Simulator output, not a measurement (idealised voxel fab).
The process module that follows is named voxel self aligned vias.
This is section cut - it's 260 nm across, gridded in 5 nm square cells.
Each cross-section below is a grid of square cells, stated as bands in top-down order, with one or more rows of cells making up each band.
Band entry format. Leading values: height of top, height of bottom, nm. Remainder: materials in left-to-right order, each with its width in nm. Special words: "edge to edge" on a single material, which then fills the band edge to edge; "air", empty space.
Counting heights begins at 0, where everything beneath is, in the wafer as received, one material. The lowest band has no bottom; it goes on downwards, as "top 0, no bottom" shows.
Read "30..40" as a graded width: first number on top, second number at the bottom, same change between each pair of neighbouring rows.
Key: "nothing altered" - step with no changed cell in the cross-section.
Closed empty spaces (no open way to the top) of 8 cells or more are what "Fully sealed cavities" lists, each as width x height at distance from the left edge, nm for all three.
Where a step's line continues beyond its settings, the continuation is a remark by the simulator itself on that step.
overlay nm: on a step with a mask, how far right of its planned place the mask lay; negative means left.
So the way this works: pairs, before and after one process step. The after picture only goes down to the lowest band that actually changed, nothing below. Step and its settings are under each pair. And watch out, pairs might come from different runs of this module, same starting wafer though, so a pair only follows on from the one above if its "Before this step" entry tells you so.
## Before this step
  top 0, no bottom: Si edge to edge
  Fully sealed cavities: none
## Post-Step Snapshot
  top 15, bottom 0: SiO2 edge to edge
  below 0: unchanged
  Fully sealed cavities: none
What is the step between the two cross-sections above? CONFORMAL_DEP (material SiO2; thk nm 15)
Before this step: This step starts from the configuration shown after the step in the pair immediately above.
## Post-Step Snapshot
  top 20, bottom 15: SiCN edge to edge
  below 15: unchanged
  Fully sealed cavities: none
What is the step between the two cross-sections above? CONFORMAL_DEP (material SiCN; thk nm 5)
Before this step: This step starts from the configuration shown after the step in the pair immediately above.
## Post-Step Snapshot
  top 45, bottom 20: lowk edge to edge
  below 20: unchanged
  Fully sealed cavities: none
What is the step between the two cross-sections above? DIRECTIONAL_DEP (material lowk; thk nm 25)
Before this step: This step starts from the configuration shown after the step in the pair immediately above.
## Post-Step Snapshot
  top 55, bottom 45: aC edge to edge
  below 45: unchanged
  Fully sealed cavities: none
What is the step between the two cross-sections above? DIRECTIONAL_DEP (material aC; thk nm 10)
Before this step: This step starts from the configuration shown after the step in the pair immediately above.
## Post-Step Snapshot
  top 80, bottom 55: resist: 80, then air: 30, then resist: 35, then air: 30, then resist: 85
  below 55: unchanged
  Fully sealed cavities: none
What is the step between the two cross-sections above? PATTERN (tone open; mask id LINES; material resist; width nm 30; pitch nm 65; thk nm 25; overlay nm 0)
Before this step: This step starts from the configuration shown after the step in the pair immediately above.
## Post-Step Snapshot
  top 70, bottom 55: resist: 80, then air: 30, then resist: 35, then air: 30, then resist: 85
  top 55, bottom 45: aC: 80, then air: 30, then aC: 35, then air: 30, then aC: 85
  below 45: unchanged
  Fully sealed cavities: none
What is the step between the two cross-sections above? DIRECTIONAL_ETCH (etch materials aC; depth nm 10)
Before this step: This step starts from the configuration shown after the step in the pair immediately above.
## Post-Step Snapshot
  top 55, bottom 45: aC: 80, then air: 30, then aC: 35, then air: 30, then aC: 85
  below 45: unchanged
  Fully sealed cavities: none
What is the step between the two cross-sections above? STRIP (etch materials resist)
Before this step: This step starts from the configuration shown after the step in the pair immediately above.
## Post-Step Snapshot
  top 55, bottom 45: aC: 80, then air: 30, then aC: 35, then air: 30, then aC: 85
  top 45, bottom 20: lowk: 80, then air: 30, then lowk: 35, then air: 30, then lowk: 85
  below 20: unchanged
  Fully sealed cavities: none
What is the step between the two cross-sections above? DIRECTIONAL_ETCH (etch materials lowk; depth nm 25)
Before this step: This step starts from the configuration shown after the step in the pair immediately above.
## Post-Step Snapshot
  top 45, bottom 20: lowk: 80, then air: 30, then lowk: 35, then air: 30, then lowk: 85
  below 20: unchanged
  Fully sealed cavities: none
What is the step between the two cross-sections above? STRIP (etch materials aC)
Before this step: This step starts from the configuration shown after the step in the pair immediately above.
## Post-Step Snapshot
  top 50, bottom 45: TiN: 85, then air: 20, then TiN: 45, then air: 20, then TiN: 90
  top 45, bottom 25: lowk: 80, then TiN: 5, then air: 20, then TiN: 5, then lowk: 35, then TiN: 5, then air: 20, then TiN: 5, then lowk: 85
  top 25, bottom 20: lowk: 80, then TiN: 30, then lowk: 35, then TiN: 30, then lowk: 85
  below 20: unchanged
  Fully sealed cavities: none
What is the step between the two cross-sections above? CONFORMAL_DEP (material TiN; thk nm 5)
Before this step: This step starts from the configuration shown after the step in the pair immediately above.
## Post-Step Snapshot
  top 55, bottom 50: W edge to edge
  top 50, bottom 45: TiN: 85, then W: 20, then TiN: 45, then W: 20, then TiN: 90
  top 45, bottom 25: lowk: 80, then TiN: 5, then W: 20, then TiN: 5, then lowk: 35, then TiN: 5, then W: 20, then TiN: 5, then lowk: 85
  below 25: unchanged
  Fully sealed cavities: none
What is the step between the two cross-sections above? FILL_DEP (material W; thk nm 5)
Before this step: This step starts from the configuration shown after the step in the pair immediately above.
## Post-Step Snapshot
  top 45, bottom 25: lowk: 80, then TiN: 5, then W: 20, then TiN: 5, then lowk: 35, then TiN: 5, then W: 20, then TiN: 5, then lowk: 85
  below 25: unchanged
  Fully sealed cavities: none
What is the step between the two cross-sections above? CMP (height nm 45)
Before this step: This step starts from the configuration shown after the step in the pair immediately above.
## Post-Step Snapshot
  top 45, bottom 35: lowk: 80, then air: 30, then lowk: 35, then air: 30, then lowk: 85
  below 35: unchanged
  Fully sealed cavities: none
What is the step between the two cross-sections above? SELECTIVE_ETCH (etch materials W Ru TiN; depth nm 10)
Before this step: This step starts from the configuration shown after the step in the pair immediately above.
## Post-Step Snapshot
  top 55, bottom 45: SiN edge to edge
  top 45, bottom 35: lowk: 80, then SiN: 30, then lowk: 35, then SiN: 30, then lowk: 85
  below 35: unchanged
  Fully sealed cavities: none
What is the step between the two cross-sections above? FILL_DEP (material SiN; thk nm 10)
Before this step: This step starts from the configuration shown after the step in the pair immediately above.
## Post-Step Snapshot
  top 45, bottom 35: lowk: 80, then SiN: 30, then lowk: 35, then SiN: 30, then lowk: 85
  below 35: unchanged
  Fully sealed cavities: none
What is the step between the two cross-sections above? CMP (height nm 45)
Before this step: This step starts from the configuration shown after the step in the pair immediately above.
## Post-Step Snapshot
  top 60, bottom 45: lowk edge to edge
  below 45: unchanged
  Fully sealed cavities: none
What is the step between the two cross-sections above? DIRECTIONAL_DEP (material lowk; thk nm 15)
Before this step: This step starts from the configuration shown after the step in the pair immediately above.
## Post-Step Snapshot
  top 75, bottom 60: resist: 70, then air: 50, then resist: 15, then air: 50, then resist: 75
  below 60: unchanged
  Fully sealed cavities: none
What is the step between the two cross-sections above? PATTERN (tone open; mask id VIAS; material resist; width nm 50; pitch nm 65; thk nm 15; overlay nm 0)
Before this step: This step starts from the configuration shown after the step in the pair immediately above.
## Post-Step Snapshot
  top 75, bottom 60: resist: 70, then air: 50, then resist: 15, then air: 50, then resist: 75
  top 60, bottom 45: lowk: 70, then air: 50, then lowk: 15, then air: 50, then lowk: 75
  below 45: unchanged
  Fully sealed cavities: none
What is the step between the two cross-sections above? DIRECTIONAL_ETCH (etch materials lowk; depth nm 15)
Before this step: This step starts from the configuration shown after the step in the pair immediately above.
## Post-Step Snapshot
  top 75, bottom 60: resist: 70, then air: 50, then resist: 15, then air: 50, then resist: 75
  top 60, bottom 45: lowk: 70, then air: 50, then lowk: 15, then air: 50, then lowk: 75
  top 45, bottom 35: lowk: 80, then air: 30, then lowk: 35, then air: 30, then lowk: 85
  below 35: unchanged
  Fully sealed cavities: none
What is the step between the two cross-sections above? DIRECTIONAL_ETCH (etch materials SiN; depth nm 10)
Before this step: This step starts from the configuration shown after the step in the pair immediately above.
## Post-Step Snapshot
  top 60, bottom 45: lowk: 70, then air: 50, then lowk: 15, then air: 50, then lowk: 75
  below 45: unchanged
  Fully sealed cavities: none
What is the step between the two cross-sections above? STRIP (etch materials resist)
Before this step: This step starts from the configuration shown after the step in the pair immediately above.
## Post-Step Snapshot
  top 65, bottom 60: TiN: 75, then air: 40, then TiN: 25, then air: 40, then TiN: 80
  top 60, bottom 50: lowk: 70, then TiN: 5, then air: 40, then TiN: 5, then lowk: 15, then TiN: 5, then air: 40, then TiN: 5, then lowk: 75
  top 50, bottom 40: lowk: 70..80, then TiN: 15..5, then air: 20, then TiN: 15..5, then lowk: 15..35, then TiN: 15..5, then air: 20, then TiN: 15..5, then lowk: 75..85
  top 40, bottom 35: lowk: 80, then TiN: 30, then lowk: 35, then TiN: 30, then lowk: 85
  below 35: unchanged
  Fully sealed cavities: none
What is the step between the two cross-sections above? CONFORMAL_DEP (material TiN; thk nm 5)
Before this step: This step starts from the configuration shown after the step in the pair immediately above.
## Post-Step Snapshot
  top 75, bottom 65: Ru edge to edge
  top 65, bottom 60: TiN: 75, then Ru: 40, then TiN: 25, then Ru: 40, then TiN: 80
  top 60, bottom 50: lowk: 70, then TiN: 5, then Ru: 40, then TiN: 5, then lowk: 15, then TiN: 5, then Ru: 40, then TiN: 5, then lowk: 75
  top 50, bottom 40: lowk: 70..80, then TiN: 15..5, then Ru: 20, then TiN: 15..5, then lowk: 15..35, then TiN: 15..5, then Ru: 20, then TiN: 15..5, then lowk: 75..85
  below 40: unchanged
  Fully sealed cavities: none
What is the step between the two cross-sections above? FILL_DEP (material Ru; thk nm 10)
Before this step: This step starts from the configuration shown after the step in the pair immediately above.
## Post-Step Snapshot
  top 60, bottom 50: lowk: 70, then TiN: 5, then Ru: 40, then TiN: 5, then lowk: 15, then TiN: 5, then Ru: 40, then TiN: 5, then lowk: 75
  below 50: unchanged
  Fully sealed cavities: none
What is the step between the two cross-sections above? CMP (height nm 60)
Before this step: This step starts from the configuration shown after the step in the pair immediately above.
## Post-Step Snapshot
  top 65, bottom 60: SiCN edge to edge
  below 60: unchanged
  Fully sealed cavities: none
What is the step between the two cross-sections above? CONFORMAL_DEP (material SiCN; thk nm 5)
## Before this step
  top 15, bottom 0: SiO2 edge to edge
  top 0, no bottom: Si edge to edge
  Fully sealed cavities: none
## Post-Step Snapshot
  top 40, bottom 15: lowk edge to edge
  below 15: unchanged
  Fully sealed cavities: none
What is the step between the two cross-sections above? DIRECTIONAL_DEP (material lowk; thk nm 25)
Before this step: This step starts from the configuration shown after the step in the pair immediately above.
## Post-Step Snapshot
  top 50, bottom 40: aC edge to edge
  below 40: unchanged
  Fully sealed cavities: none
What is the step between the two cross-sections above? DIRECTIONAL_DEP (material aC; thk nm 10)
Before this step: This step starts from the configuration shown after the step in the pair immediately above.
## Post-Step Snapshot
  top 75, bottom 50: resist: 80, then air: 30, then resist: 35, then air: 30, then resist: 85
  below 50: unchanged
  Fully sealed cavities: none
What is the step between the two cross-sections above? PATTERN (tone open; mask id LINES; material resist; width nm 30; pitch nm 65; thk nm 25; overlay nm 0)
Before this step: This step starts from the configuration shown after the step in the pair immediately above.
## Post-Step Snapshot
  top 65, bottom 50: resist: 80, then air: 30, then resist: 35, then air: 30, then resist: 85
  top 50, bottom 40: aC: 80, then air: 30, then aC: 35, then air: 30, then aC: 85
  below 40: unchanged
  Fully sealed cavities: none
What is the step between the two cross-sections above? DIRECTIONAL_ETCH (etch materials aC; depth nm 10)
Before this step: This step starts from the configuration shown after the step in the pair immediately above.
## Post-Step Snapshot
  top 50, bottom 40: aC: 80, then air: 30, then aC: 35, then air: 30, then aC: 85
  below 40: unchanged
  Fully sealed cavities: none
What is the step between the two cross-sections above? STRIP (etch materials resist)
Before this step: This step starts from the configuration shown after the step in the pair immediately above.
## Post-Step Snapshot
  top 50, bottom 40: aC: 80, then air: 30, then aC: 35, then air: 30, then aC: 85
  top 40, bottom 15: lowk: 80, then air: 30, then lowk: 35, then air: 30, then lowk: 85
  below 15: unchanged
  Fully sealed cavities: none
What is the step between the two cross-sections above? DIRECTIONAL_ETCH (etch materials lowk; depth nm 25)
Before this step: This step starts from the configuration shown after the step in the pair immediately above.
## Post-Step Snapshot
  top 40, bottom 15: lowk: 80, then air: 30, then lowk: 35, then air: 30, then lowk: 85
  below 15: unchanged
  Fully sealed cavities: none
What is the step between the two cross-sections above? STRIP (etch materials aC)
Before this step: This step starts from the configuration shown after the step in the pair immediately above.
## Post-Step Snapshot
  top 45, bottom 40: TiN: 85, then air: 20, then TiN: 45, then air: 20, then TiN: 90
  top 40, bottom 20: lowk: 80, then TiN: 5, then air: 20, then TiN: 5, then lowk: 35, then TiN: 5, then air: 20, then TiN: 5, then lowk: 85
  top 20, bottom 15: lowk: 80, then TiN: 30, then lowk: 35, then TiN: 30, then lowk: 85
  below 15: unchanged
  Fully sealed cavities: none
What is the step between the two cross-sections above? CONFORMAL_DEP (material TiN; thk nm 5)
Before this step: This step starts from the configuration shown after the step in the pair immediately above.
## Post-Step Snapshot
  top 50, bottom 45: W edge to edge
  top 45, bottom 40: TiN: 85, then W: 20, then TiN: 45, then W: 20, then TiN: 90
  top 40, bottom 20: lowk: 80, then TiN: 5, then W: 20, then TiN: 5, then lowk: 35, then TiN: 5, then W: 20, then TiN: 5, then lowk: 85
  below 20: unchanged
  Fully sealed cavities: none
What is the step between the two cross-sections above? FILL_DEP (material W; thk nm 5)
Before this step: This step starts from the configuration shown after the step in the pair immediately above.
## Post-Step Snapshot
  top 45, bottom 40: TiN: 85, then W: 20, then TiN: 45, then W: 20, then TiN: 90
  below 40: unchanged
  Fully sealed cavities: none
What is the step between the two cross-sections above? CMP (height nm 45)
Before this step: This step starts from the configuration shown after the step in the pair immediately above.
## Post-Step Snapshot
  top 40, bottom 35: lowk: 80, then air: 30, then lowk: 35, then air: 30, then lowk: 85
  below 35: unchanged
  Fully sealed cavities: none
What is the step between the two cross-sections above? SELECTIVE_ETCH (etch materials W Ru TiN; depth nm 10)
Before this step: This step starts from the configuration shown after the step in the pair immediately above.
## Post-Step Snapshot
  top 50, bottom 40: SiN edge to edge
  top 40, bottom 35: lowk: 80, then SiN: 30, then lowk: 35, then SiN: 30, then lowk: 85
  below 35: unchanged
  Fully sealed cavities: none
What is the step between the two cross-sections above? FILL_DEP (material SiN; thk nm 10)
Before this step: This step starts from the configuration shown after the step in the pair immediately above.
## Post-Step Snapshot
  top 45, bottom 40: SiN edge to edge
  below 40: unchanged
  Fully sealed cavities: none
What is the step between the two cross-sections above? CMP (height nm 45)
Before this step: This step starts from the configuration shown after the step in the pair immediately above.
## Post-Step Snapshot
  top 60, bottom 45: lowk edge to edge
  below 45: unchanged
  Fully sealed cavities: none
What is the step between the two cross-sections above? DIRECTIONAL_DEP (material lowk; thk nm 15)
Before this step: This step starts from the configuration shown after the step in the pair immediately above.
## Post-Step Snapshot
  top 75, bottom 60: resist: 70, then air: 50, then resist: 15, then air: 50, then resist: 75
  below 60: unchanged
  Fully sealed cavities: none
What is the step between the two cross-sections above? PATTERN (tone open; mask id VIAS; material resist; width nm 50; pitch nm 65; thk nm 15; overlay nm 0)
Before this step: This step starts from the configuration shown after the step in the pair immediately above.
## Post-Step Snapshot
  top 75, bottom 60: resist: 70, then air: 50, then resist: 15, then air: 50, then resist: 75
  top 60, bottom 45: lowk: 70, then air: 50, then lowk: 15, then air: 50, then lowk: 75
  below 45: unchanged
  Fully sealed cavities: none
What is the step between the two cross-sections above? DIRECTIONAL_ETCH (etch materials lowk; depth nm 15)
Before this step: This step starts from the configuration shown after the step in the pair immediately above.
## Post-Step Snapshot
  top 75, bottom 60: resist: 70, then air: 50, then resist: 15, then air: 50, then resist: 75
  top 60, bottom 45: lowk: 70, then air: 50, then lowk: 15, then air: 50, then lowk: 75
  top 45, bottom 40: SiN: 70, then air: 50, then SiN: 15, then air: 50, then SiN: 75
  top 40, bottom 35: lowk: 80, then air: 30, then lowk: 35, then air: 30, then lowk: 85
  below 35: unchanged
  Fully sealed cavities: none
What is the step between the two cross-sections above? DIRECTIONAL_ETCH (etch materials SiN; depth nm 10)
Before this step: This step starts from the configuration shown after the step in the pair immediately above.
## Post-Step Snapshot
  top 60, bottom 45: lowk: 70, then air: 50, then lowk: 15, then air: 50, then lowk: 75
  below 45: unchanged
  Fully sealed cavities: none
What is the step between the two cross-sections above? STRIP (etch materials resist)
Before this step: This step starts from the configuration shown after the step in the pair immediately above.
## Post-Step Snapshot
  top 65, bottom 60: TiN: 75, then air: 40, then TiN: 25, then air: 40, then TiN: 80
  top 60, bottom 45: lowk: 70, then TiN: 5, then air: 40, then TiN: 5, then lowk: 15, then TiN: 5, then air: 40, then TiN: 5, then lowk: 75
  top 45, bottom 40: SiN: 70, then TiN: 15, then air: 20, then TiN: 15, then SiN: 15, then TiN: 15, then air: 20, then TiN: 15, then SiN: 75
  top 40, bottom 35: lowk: 80, then TiN: 30, then lowk: 35, then TiN: 30, then lowk: 85
  below 35: unchanged
  Fully sealed cavities: none
What is the step between the two cross-sections above? CONFORMAL_DEP (material TiN; thk nm 5)
Before this step: This step starts from the configuration shown after the step in the pair immediately above.
## Post-Step Snapshot
  top 75, bottom 65: Ru edge to edge
  top 65, bottom 60: TiN: 75, then Ru: 40, then TiN: 25, then Ru: 40, then TiN: 80
  top 60, bottom 45: lowk: 70, then TiN: 5, then Ru: 40, then TiN: 5, then lowk: 15, then TiN: 5, then Ru: 40, then TiN: 5, then lowk: 75
  top 45, bottom 40: SiN: 70, then TiN: 15, then Ru: 20, then TiN: 15, then SiN: 15, then TiN: 15, then Ru: 20, then TiN: 15, then SiN: 75
  below 40: unchanged
  Fully sealed cavities: none
What is the step between the two cross-sections above? FILL_DEP (material Ru; thk nm 10)
Before this step: This step starts from the configuration shown after the step in the pair immediately above.
## Post-Step Snapshot
  top 60, bottom 45: lowk: 70, then TiN: 5, then Ru: 40, then TiN: 5, then lowk: 15, then TiN: 5, then Ru: 40, then TiN: 5, then lowk: 75
  below 45: unchanged
  Fully sealed cavities: none
What is the step between the two cross-sections above? CMP (height nm 60)
Before this step: This step starts from the configuration shown after the step in the pair immediately above.
## Post-Step Snapshot
  top 65, bottom 60: SiCN edge to edge
  below 60: unchanged
  Fully sealed cavities: none
What is the step between the two cross-sections above? CONFORMAL_DEP (material SiCN; thk nm 5)
## Before this step
  top 75, bottom 60: resist: 70, then air: 50, then resist: 15, then air: 50, then resist: 75
  top 60, bottom 45: lowk: 70, then air: 50, then lowk: 15, then air: 50, then lowk: 75
  top 45, bottom 35: lowk: 80, then SiN: 30, then lowk: 35, then SiN: 30, then lowk: 85
  top 35, bottom 25: lowk: 80, then TiN: 5, then W: 20, then TiN: 5, then lowk: 35, then TiN: 5, then W: 20, then TiN: 5, then lowk: 85
  top 25, bottom 20: lowk: 80, then TiN: 30, then lowk: 35, then TiN: 30, then lowk: 85
  top 20, bottom 15: SiCN edge to edge
  top 15, bottom 0: SiO2 edge to edge
  top 0, no bottom: Si edge to edge
  Fully sealed cavities: none
## Post-Step Snapshot
  top 75, bottom 60: resist: 70, then air: 50, then resist: 15, then air: 50, then resist: 75
  top 60, bottom 45: lowk: 70, then air: 50, then lowk: 15, then air: 50, then lowk: 75
  top 45, bottom 35: lowk: 70, then air: 10, then SiN: 30, then air: 10, then lowk: 15, then air: 10, then SiN: 30, then air: 10, then lowk: 75
  top 35, bottom 30: lowk: 70, then air: 10, then TiN: 5, then W: 20, then TiN: 5, then air: 10, then lowk: 15, then air: 10, then TiN: 5, then W: 20, then TiN: 5, then air: 10, then lowk: 75
  below 30: unchanged
  Fully sealed cavities: none
What is the step between the two cross-sections above? DIRECTIONAL_ETCH (etch materials lowk; depth nm 15)
Before this step: This step starts from the configuration shown after the step in the pair immediately above.
## Post-Step Snapshot
  top 75, bottom 60: resist: 70, then air: 50, then resist: 15, then air: 50, then resist: 75
  top 60, bottom 35: lowk: 70, then air: 50, then lowk: 15, then air: 50, then lowk: 75
  below 35: unchanged
  Fully sealed cavities: none
What is the step between the two cross-sections above? DIRECTIONAL_ETCH (etch materials SiN; depth nm 10)
Before this step: This step starts from the configuration shown after the step in the pair immediately above.
## Post-Step Snapshot
  top 60, bottom 35: lowk: 70, then air: 50, then lowk: 15, then air: 50, then lowk: 75
  below 35: unchanged
  Fully sealed cavities: none
What is the step between the two cross-sections above? STRIP (etch materials resist)
Before this step: This step starts from the configuration shown after the step in the pair immediately above.
## Post-Step Snapshot
  top 65, bottom 60: TiN: 75, then air: 40, then TiN: 25, then air: 40, then TiN: 80
  top 60, bottom 40: lowk: 70, then TiN: 5, then air: 40, then TiN: 5, then lowk: 15, then TiN: 5, then air: 40, then TiN: 5, then lowk: 75
  top 40, bottom 35: lowk: 70, then TiN: 50, then lowk: 15, then TiN: 50, then lowk: 75
  top 35, bottom 25: lowk: 70..80, then TiN: 15..5, then W: 20, then TiN: 15..5, then lowk: 15..35, then TiN: 15..5, then W: 20, then TiN: 15..5, then lowk: 75..85
  below 25: unchanged
  Fully sealed cavities: none
What is the step between the two cross-sections above? CONFORMAL_DEP (material TiN; thk nm 5)
Before this step: This step starts from the configuration shown after the step in the pair immediately above.
## Post-Step Snapshot
  top 75, bottom 65: Ru edge to edge
  top 65, bottom 60: TiN: 75, then Ru: 40, then TiN: 25, then Ru: 40, then TiN: 80
  top 60, bottom 40: lowk: 70, then TiN: 5, then Ru: 40, then TiN: 5, then lowk: 15, then TiN: 5, then Ru: 40, then TiN: 5, then lowk: 75
  below 40: unchanged
  Fully sealed cavities: none
What is the step between the two cross-sections above? FILL_DEP (material Ru; thk nm 10)
Before this step: This step starts from the configuration shown after the step in the pair immediately above.
## Post-Step Snapshot
  top 60, bottom 40: lowk: 70, then TiN: 5, then Ru: 40, then TiN: 5, then lowk: 15, then TiN: 5, then Ru: 40, then TiN: 5, then lowk: 75
  below 40: unchanged
  Fully sealed cavities: none
What is the step between the two cross-sections above? CMP (height nm 60)
Before this step: This step starts from the configuration shown after the step in the pair immediately above.
## Post-Step Snapshot
  top 65, bottom 60: SiCN edge to edge
  below 60: unchanged
  Fully sealed cavities: none
What is the step between the two cross-sections above? CONFORMAL_DEP (material SiCN; thk nm 5)
## Before this step
  top 40, bottom 15: lowk edge to edge
  top 15, bottom 0: SiO2 edge to edge
  top 0, no bottom: Si edge to edge
  Fully sealed cavities: none
## Post-Step Snapshot
  top 45, bottom 40: SiCN edge to edge
  below 40: unchanged
  Fully sealed cavities: none
What is the step between the two cross-sections above? CONFORMAL_DEP (material SiCN; thk nm 5)
Before this step: This step starts from the configuration shown after the step in the pair immediately above.
## Post-Step Snapshot
  top 55, bottom 45: aC edge to edge
  below 45: unchanged
  Fully sealed cavities: none
What is the step between the two cross-sections above? DIRECTIONAL_DEP (material aC; thk nm 10)
Before this step: This step starts from the configuration shown after the step in the pair immediately above.
## Post-Step Snapshot
  top 80, bottom 55: resist: 80, then air: 30, then resist: 35, then air: 30, then resist: 85
  below 55: unchanged
  Fully sealed cavities: none
What is the step between the two cross-sections above? PATTERN (tone open; mask id LINES; material resist; width nm 30; pitch nm 65; thk nm 25; overlay nm 0)
Before this step: This step starts from the configuration shown after the step in the pair immediately above.
## Post-Step Snapshot
  top 70, bottom 55: resist: 80, then air: 30, then resist: 35, then air: 30, then resist: 85
  top 55, bottom 45: aC: 80, then air: 30, then aC: 35, then air: 30, then aC: 85
  below 45: unchanged
  Fully sealed cavities: none
What is the step between the two cross-sections above? DIRECTIONAL_ETCH (etch materials aC; depth nm 10)
Before this step: This step starts from the configuration shown after the step in the pair immediately above.
## Post-Step Snapshot
  top 55, bottom 45: aC: 80, then air: 30, then aC: 35, then air: 30, then aC: 85
  below 45: unchanged
  Fully sealed cavities: none
What is the step between the two cross-sections above? STRIP (etch materials resist)
Before this step: This step starts from the configuration shown after the step in the pair immediately above.
## Post-Step Snapshot
  top 45, bottom 40: SiCN edge to edge
  below 40: unchanged
  Fully sealed cavities: none
What is the step between the two cross-sections above? STRIP (etch materials aC)
Before this step: This step starts from the configuration shown after the step in the pair immediately above.
## Post-Step Snapshot
  top 50, bottom 45: TiN edge to edge
  below 45: unchanged
  Fully sealed cavities: none
What is the step between the two cross-sections above? CONFORMAL_DEP (material TiN; thk nm 5)
Before this step: This step starts from the configuration shown after the step in the pair immediately above.
## Post-Step Snapshot
  top 55, bottom 50: W edge to edge
  below 50: unchanged
  Fully sealed cavities: none
What is the step between the two cross-sections above? FILL_DEP (material W; thk nm 5)
Before this step: This step starts from the configuration shown after the step in the pair immediately above.
## Post-Step Snapshot
  top 45, bottom 40: SiCN edge to edge
  below 40: unchanged
  Fully sealed cavities: none
What is the step between the two cross-sections above? CMP (height nm 45)
Before this step: This step starts from the configuration shown after the step in the pair immediately above.
## Post-Step Snapshot
  top 55, bottom 45: SiN edge to edge
  below 45: unchanged
  Fully sealed cavities: none
What is the step between the two cross-sections above? FILL_DEP (material SiN; thk nm 10)
Before this step: This step starts from the configuration shown after the step in the pair immediately above.
## Post-Step Snapshot
  top 45, bottom 40: SiCN edge to edge
  below 40: unchanged
  Fully sealed cavities: none
What is the step between the two cross-sections above? CMP (height nm 45)
Before this step: This step starts from the configuration shown after the step in the pair immediately above.
## Post-Step Snapshot
  top 60, bottom 45: lowk edge to edge
  below 45: unchanged
  Fully sealed cavities: none
What is the step between the two cross-sections above? DIRECTIONAL_DEP (material lowk; thk nm 15)
Before this step: This step starts from the configuration shown after the step in the pair immediately above.
## Post-Step Snapshot
  top 75, bottom 60: resist: 70, then air: 50, then resist: 15, then air: 50, then resist: 75
  below 60: unchanged
  Fully sealed cavities: none
What is the step between the two cross-sections above? PATTERN (tone open; mask id VIAS; material resist; width nm 50; pitch nm 65; thk nm 15; overlay nm 0)
Before this step: This step starts from the configuration shown after the step in the pair immediately above.
## Post-Step Snapshot
  top 75, bottom 60: resist: 70, then air: 50, then resist: 15, then air: 50, then resist: 75
  top 60, bottom 45: lowk: 70, then air: 50, then lowk: 15, then air: 50, then lowk: 75
  below 45: unchanged
  Fully sealed cavities: none
What is the step between the two cross-sections above? DIRECTIONAL_ETCH (etch materials lowk; depth nm 15)
Before this step: This step starts from the configuration shown after the step in the pair immediately above.
## Post-Step Snapshot
  top 60, bottom 45: lowk: 70, then air: 50, then lowk: 15, then air: 50, then lowk: 75
  below 45: unchanged
  Fully sealed cavities: none
What is the step between the two cross-sections above? STRIP (etch materials resist)
Before this step: This step starts from the configuration shown after the step in the pair immediately above.
## Post-Step Snapshot
  top 65, bottom 60: TiN: 75, then air: 40, then TiN: 25, then air: 40, then TiN: 80
  top 60, bottom 50: lowk: 70, then TiN: 5, then air: 40, then TiN: 5, then lowk: 15, then TiN: 5, then air: 40, then TiN: 5, then lowk: 75
  top 50, bottom 45: lowk: 70, then TiN: 50, then lowk: 15, then TiN: 50, then lowk: 75
  below 45: unchanged
  Fully sealed cavities: none
What is the step between the two cross-sections above? CONFORMAL_DEP (material TiN; thk nm 5)
Before this step: This step starts from the configuration shown after the step in the pair immediately above.
## Post-Step Snapshot
  top 75, bottom 65: Ru edge to edge
  top 65, bottom 60: TiN: 75, then Ru: 40, then TiN: 25, then Ru: 40, then TiN: 80
  top 60, bottom 50: lowk: 70, then TiN: 5, then Ru: 40, then TiN: 5, then lowk: 15, then TiN: 5, then Ru: 40, then TiN: 5, then lowk: 75
  below 50: unchanged
  Fully sealed cavities: none
What is the step between the two cross-sections above? FILL_DEP (material Ru; thk nm 10)
Before this step: This step starts from the configuration shown after the step in the pair immediately above.
## Post-Step Snapshot
  top 60, bottom 50: lowk: 70, then TiN: 5, then Ru: 40, then TiN: 5, then lowk: 15, then TiN: 5, then Ru: 40, then TiN: 5, then lowk: 75
  below 50: unchanged
  Fully sealed cavities: none
What is the step between the two cross-sections above? CMP (height nm 60)
Before this step: This step starts from the configuration shown after the step in the pair immediately above.
## Post-Step Snapshot
  top 65, bottom 60: SiCN edge to edge
  below 60: unchanged
  Fully sealed cavities: none
What is the step between the two cross-sections above? CONFORMAL_DEP (material SiCN; thk nm 5)
## Before this step
  top 15, bottom 0: SiO2 edge to edge
  top 0, no bottom: Si edge to edge
  Fully sealed cavities: none
## Post-Step Snapshot
  top 30, bottom 15: SiCN edge to edge
  below 15: unchanged
  Fully sealed cavities: none
What is the step between the two cross-sections above? CONFORMAL_DEP (material SiCN; thk nm 15)
Before this step: This step starts from the configuration shown after the step in the pair immediately above.
## Post-Step Snapshot
  top 55, bottom 30: lowk edge to edge
  below 30: unchanged
  Fully sealed cavities: none
What is the step between the two cross-sections above? DIRECTIONAL_DEP (material lowk; thk nm 25)
Before this step: This step starts from the configuration shown after the step in the pair immediately above.
## Post-Step Snapshot
  top 65, bottom 55: aC edge to edge
  below 55: unchanged
  Fully sealed cavities: none
What is the step between the two cross-sections above? DIRECTIONAL_DEP (material aC; thk nm 10)
Before this step: This step starts from the configuration shown after the step in the pair immediately above.
## Post-Step Snapshot
  top 90, bottom 65: resist: 80, then air: 30, then resist: 35, then air: 30, then resist: 85
  below 65: unchanged
  Fully sealed cavities: none
What is the step between the two cross-sections above? PATTERN (tone open; mask id LINES; material resist; width nm 30; pitch nm 65; thk nm 25; overlay nm 0)
Before this step: This step starts from the configuration shown after the step in the pair immediately above.
## Post-Step Snapshot
  top 80, bottom 65: resist: 80, then air: 30, then resist: 35, then air: 30, then resist: 85
  top 65, bottom 55: aC: 80, then air: 30, then aC: 35, then air: 30, then aC: 85
  below 55: unchanged
  Fully sealed cavities: none
What is the step between the two cross-sections above? DIRECTIONAL_ETCH (etch materials aC; depth nm 10)
Before this step: This step starts from the configuration shown after the step in the pair immediately above.
## Post-Step Snapshot
  top 65, bottom 55: aC: 80, then air: 30, then aC: 35, then air: 30, then aC: 85
  below 55: unchanged
  Fully sealed cavities: none
What is the step between the two cross-sections above? STRIP (etch materials resist)
Before this step: This step starts from the configuration shown after the step in the pair immediately above.
## Post-Step Snapshot
  top 65, bottom 55: aC: 80, then air: 30, then aC: 35, then air: 30, then aC: 85
  top 55, bottom 30: lowk: 80, then air: 30, then lowk: 35, then air: 30, then lowk: 85
  below 30: unchanged
  Fully sealed cavities: none
What is the step between the two cross-sections above? DIRECTIONAL_ETCH (etch materials lowk; depth nm 25)
Before this step: This step starts from the configuration shown after the step in the pair immediately above.
## Post-Step Snapshot
  top 55, bottom 30: lowk: 80, then air: 30, then lowk: 35, then air: 30, then lowk: 85
  below 30: unchanged
  Fully sealed cavities: none
What is the step between the two cross-sections above? STRIP (etch materials aC)
